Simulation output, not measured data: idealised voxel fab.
process module | voxel gate over fins
cross-section cut | 255 nm wide | cells 5 nm
A cross-section is a grid of square cells, given in bands from the top down. A band is one or more rows of cells.
Each band's line starts with the height of the band's top and of its bottom, in nm. Then come its materials from left to right, each with its width in nm. One material with "throughout" fills the band from edge to edge. "air" is empty space.
Height 0 is the level under which the wafer as received is all one material. The lowest band goes on downwards, as in "0 down".
A width such as "30 to 40" changes by the same amount from each row of cells to the next, from the band's top row to its bottom row.
"no change" after a step means that no cell of the cross-section changed.
closed voids: empty space of 8 cells or more with no open way to the top, each as width x height at its distance from the left edge, in nm
after a step's settings: what the simulator itself notes on the step
overlay nm, on a step with a mask: how far to the right of its planned place the mask lay; to the left if negative
plan
1 op RECEIVE | material Si
2 op CONFORMAL_DEP | material SiN | thk nm 10
3 op DIRECTIONAL_DEP | material aC | thk nm 10
4 op PATTERN | tone cover | mask id FINS | material resist | width nm 15 | pitch nm 45 | thk nm 25 | overlay nm 0
5 op DIRECTIONAL_ETCH | etch materials aC | depth nm 10
6 op STRIP | etch materials resist
7 op DIRECTIONAL_ETCH | etch materials SiN | depth nm 10
8 op DIRECTIONAL_ETCH | etch materials Si | depth nm 40
9 op STRIP | etch materials aC
10 op FILL_DEP | material SiO2 | thk nm 5
11 op CMP | height nm 10
12 op SELECTIVE_ETCH | etch materials SiO2 | depth nm 25
13 op STRIP | etch materials SiN
14 op CONFORMAL_DEP | material HfO2 | thk nm 5
15 op CONFORMAL_DEP | material TiN | thk nm 5
16 op FILL_DEP | material W | thk nm 15
17 op CMP | height nm 20
18 op CONFORMAL_DEP | material SiN | thk nm 5
as received, after step 1
  0 down: Si throughout
  closed voids: none
first wafer at the end, as planned
  25 to 20: SiN throughout
  20 to 10: W throughout
  10 to 5: W 65 | TiN 35 | W 10 | TiN 35 | W 10 | TiN 35 | W 65
  5 to 0: W 65 | TiN 5 | HfO2 25 | TiN 5 | W 10 | TiN 5 | HfO2 25 | TiN 5 | W 10 | TiN 5 | HfO2 25 | TiN 5 | W 65
  0 to -5: W 65 | TiN 5 | HfO2 5 | Si 15 | HfO2 5 | TiN 5 | W 10 | TiN 5 | HfO2 5 | Si 15 | HfO2 5 | TiN 5 | W 10 | TiN 5 | HfO2 5 | Si 15 | HfO2 5 | TiN 5 | W 65
  -5 to -10: TiN 70 | HfO2 5 | Si 15 | HfO2 5 | TiN 20 | HfO2 5 | Si 15 | HfO2 5 | TiN 20 | HfO2 5 | Si 15 | HfO2 5 | TiN 70
  -10 to -15: HfO2 75 | Si 15 | HfO2 30 | Si 15 | HfO2 30 | Si 15 | HfO2 75
  -15 to -40: SiO2 75 | Si 15 | SiO2 30 | Si 15 | SiO2 30 | Si 15 | SiO2 75
  -40 down: Si throughout
  closed voids: none
second wafer at the end: like start, like plan, one mistake
  25 to 20: SiN throughout
  20 to 10: W throughout
  10 to 5: W 65 | HfO2 35 | W 10 | HfO2 35 | W 10 | HfO2 35 | W 65
  5 to 0: W 65 | HfO2 5 | TiN 25 | HfO2 5 | W 10 | HfO2 5 | TiN 25 | HfO2 5 | W 10 | HfO2 5 | TiN 25 | HfO2 5 | W 65
  0 to -5: W 65 | HfO2 5 | TiN 5 | Si 15 | TiN 5 | HfO2 5 | W 10 | HfO2 5 | TiN 5 | Si 15 | TiN 5 | HfO2 5 | W 10 | HfO2 5 | TiN 5 | Si 15 | TiN 5 | HfO2 5 | W 65
  -5 to -10: HfO2 70 | TiN 5 | Si 15 | TiN 5 | HfO2 20 | TiN 5 | Si 15 | TiN 5 | HfO2 20 | TiN 5 | Si 15 | TiN 5 | HfO2 70
  -10 to -15: TiN 75 | Si 15 | TiN 30 | Si 15 | TiN 30 | Si 15 | TiN 75
  -15 to -40: SiO2 75 | Si 15 | SiO2 30 | Si 15 | SiO2 30 | Si 15 | SiO2 75
  -40 down: Si throughout
  closed voids: none
what went wrong: steps 14 and 15 were swapped
at the end the second wafer has, in cells: as many of each material as the first, in other places
